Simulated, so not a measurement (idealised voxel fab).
The following process module bears the name voxel capacitor over wiring.
cross-section cut | 160 nm wide | cells 5 nm
Cross-section format: a grid of square cells, given as bands from top to bottom; each band is one or more rows of cells.
Band: top height; bottom height; in nm. Then, left to right: material with width in nm, for each material. "throughout": a single material spanning edge to edge. "blank": empty space.
Beneath 0, the wafer as received is one material, and that level is where height counting begins. The lowest band goes on downward without a bottom; it is written like "0..down".
Quick explanation for "30..40": the width changes in equal steps down the rows of cells, from the first number in the band's top row to the second number in its bottom row.
The designation "nothing got changed", where it is given for a processing step, indicates that no cell of the cross-section was altered in the course of that step.
"Catalogued sealed voids" means: voids of 8 cells or more that are shut off from the top with no open way through. Written width x height at distance, distance from the left edge, in nm.
The remark found on a step's line after its settings is issued by the simulator itself and pertains to that step.
The setting "overlay nm" may be written on the line of a step. When the step uses a mask, the value reports how far to the right of the planned place the mask lay, and a negative value reports that it lay to the left.

[The following list gives the planned process steps]
- 1: RECEIVE | material Si
- 2: CONFORMAL_DEP | material SiO2 | thk nm 10
- 3: DIRECTIONAL_DEP | material TiN | thk nm 5
- 4: DIRECTIONAL_DEP | material Ru | thk nm 20
- 5: PATTERN | tone cover | mask id METAL_1 | material resist | width nm 25 | pitch nm 75 | thk nm 15 | overlay nm 0
- 6: DIRECTIONAL_ETCH | etch materials Ru | depth nm 20
- 7: DIRECTIONAL_ETCH | etch materials TiN | depth nm 5
- 8: STRIP | etch materials resist
- 9: CONFORMAL_DEP | material SiCN | thk nm 5
- 10: FILL_DEP | material lowk | thk nm 10
- 11: CMP | height nm 35
- 12: CONFORMAL_DEP | material SiCN | thk nm 5
- 13: DIRECTIONAL_DEP | material lowk | thk nm 10
- 14: PATTERN | tone open | mask id PLUG_1 | material resist | width nm 15 | thk nm 15 | overlay nm 0
- 15: DIRECTIONAL_ETCH | etch materials lowk | depth nm 10
- 16: DIRECTIONAL_ETCH | etch materials SiCN | depth nm 5
- 17: STRIP | etch materials resist
- 18: CONFORMAL_DEP | material TiN | thk nm 5
- 19: FILL_DEP | material Cu | thk nm 5
- 20: CMP | height nm 50
- 21: DIRECTIONAL_DEP | material TiN | thk nm 5
- 22: DIRECTIONAL_DEP | material Al2O3 | thk nm 5
- 23: DIRECTIONAL_DEP | material TiN | thk nm 10
- 24: MASKED_ETCH | tone cover | mask id UPPER_PLATE | width nm 55 | etch materials TiN | depth nm 10 | overlay nm 0
- 25: MASKED_ETCH | tone cover | mask id UPPER_PLATE | width nm 55 | etch materials Al2O3 | depth nm 5 | overlay nm 0
- 26: MASKED_ETCH | tone cover | mask id LOWER_PLATE | width nm 65 | etch materials TiN | depth nm 5 | overlay nm 0
- 27: FILL_DEP | material SiO2 | thk nm 15
- 28: CMP | height nm 80
- 29: DIRECTIONAL_DEP | material aC | thk nm 15
- 30: PATTERN | tone open | mask id PLUG_2 | material resist | width nm 15 | thk nm 35 | overlay nm 0
- 31: DIRECTIONAL_ETCH | etch materials aC | depth nm 15
- 32: STRIP | etch materials resist
- 33: DIRECTIONAL_ETCH | etch materials SiO2 | depth nm 10
- 34: STRIP | etch materials aC
- 35: CONFORMAL_DEP | material TiN | thk nm 5
- 36: FILL_DEP | material Cu | thk nm 10
- 37: CMP | height nm 80
- 38: CONFORMAL_DEP | material SiCN | thk nm 5

[Cross-section of the wafer at receipt, which is the condition after step 1]
- 0..down = Si throughout
- Catalogued sealed voids: none

[The module was run from the start shown above using the plan shown above, but one mistake was made doing it; the resulting wafer cross-section is below]
- 85..80 = SiCN throughout
- 80..75 = SiO2 50  TiN 5  Cu 5  TiN 5  SiO2 95
- 75..70 = SiO2 50  TiN 15  SiO2 95
- 70..60 = SiO2 40  TiN 55  SiO2 65
- 60..55 = SiO2 40  Al2O3 55  SiO2 65
- 55..50 = SiO2 35  TiN 65  SiO2 60
- 50..40 = lowk 40  TiN 5  Cu 5  TiN 5  lowk 105
- 40..35 = SiCN 40  TiN 15  SiCN 105
- 35..20 = lowk 25  SiCN 5  Ru 25  SiCN 5  lowk 40  SiCN 5  Ru 25  SiCN 5  lowk 25
- 20..15 = SiCN 30  Ru 25  SiCN 50  Ru 25  SiCN 30
- 15..5 = SiO2 throughout
- 5..0 = TiN throughout
- 0..down = Si throughout
- Catalogued sealed voids: none
Misprocessing identified: step 2 ran in the slot meant for step 3, and vice versa
